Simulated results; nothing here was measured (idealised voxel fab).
Process module heading - voxel double patterning
Square cells of 5 nm make up the cross-section cut, whose width is 190 nm.
Each cross-section below is a grid of square cells, stated as bands in top-down order, with one or more rows of cells making up each band. In this notation a band is specified by the heights of its top and bottom, in that order and in nm, after which its materials appear from left to right, each paired with its width in nm. The word "throughout" attached to a single material means that material fills the band from edge to edge; the word "empty" stands for empty space. Heads up on the height convention: 0 is the point under which the incoming wafer is all one material, and the lowest band has no bottom, it just keeps going down, like "0 -> down". The notation "30->40" denotes a width that varies across the rows of cells in the band, beginning at the first number in the top row, finishing at the second number in the bottom row, and changing by an identical amount from each row to the next. Step note "nothing altered" = no cross-section cell changed. This entry, "Completely enclosed voids", enumerates those empty regions of no fewer than 8 cells that possess no open connection to the top. Each region is reported in the form width x height at distance, the distance being taken from the left edge, with all three quantities expressed in nm. Text after the settings on a step's line: the simulator's own remark on that step. Regarding "overlay nm": on a step with a mask, it is the distance the mask lay to the right of its planned place; a negative value places it to the left.
**Listed below are the process steps as planned**
step 1: op RECEIVE | material Si
step 2: op CONFORMAL_DEP | material SiO2 | thk nm 5
step 3: op DIRECTIONAL_DEP | material W | thk nm 10
step 4: op DIRECTIONAL_DEP | material SiN | thk nm 5
step 5: op DIRECTIONAL_DEP | material aC | thk nm 15
step 6: op PATTERN | tone open | mask id FIRST | material resist | width nm 15 | pitch nm 50 | thk nm 30 | overlay nm 0
step 7: op DIRECTIONAL_ETCH | etch materials aC | depth nm 15
step 8: op STRIP | etch materials resist
step 9: op DIRECTIONAL_ETCH | etch materials SiN | depth nm 5
step 10: op STRIP | etch materials aC
step 11: op PATTERN | tone open | mask id SECOND | material resist | width nm 15 | pitch nm 50 | thk nm 20 | overlay nm 0
step 12: op DIRECTIONAL_ETCH | etch materials SiN | depth nm 5
step 13: op STRIP | etch materials resist
step 14: op DIRECTIONAL_ETCH | etch materials W | depth nm 10
step 15: op STRIP | etch materials SiN
**This is the cross-section of the wafer as we received it, i.e. after step 1**
  0 -> down = Si throughout
  Completely enclosed voids: none
**First of two wafers, end-of-module section, run followed plan**
  15 -> 5 = 35 of W | 15 of empty | 10 of W | 15 of empty | 10 of W | 15 of empty | 10 of W | 15 of empty | 10 of W | 15 of empty | 40 of W
  5 -> 0 = SiO2 throughout
  0 -> down = Si throughout
  Completely enclosed voids: none
**Cross-section at end of module for the second wafer of two, which matched the first in starting point and plan and differed by one mistake in its processing**
  15 -> 5 = 35 of W | 15 of empty | 10 of W | 15 of empty | 10 of W | 15 of empty | 10 of W | 15 of empty | 10 of W | 15 of empty | 40 of W
  5 -> 0 = W throughout
  0 -> down = Si throughout
  Completely enclosed voids: none
Heads up, the wafer didn't run the way we planned it: step 2 changed vs plan, executed as op CONFORMAL_DEP | material W | thk nm 5
Final difference in cells, second wafer against first, listed per material as more or fewer: -38 SiO2, +38 W
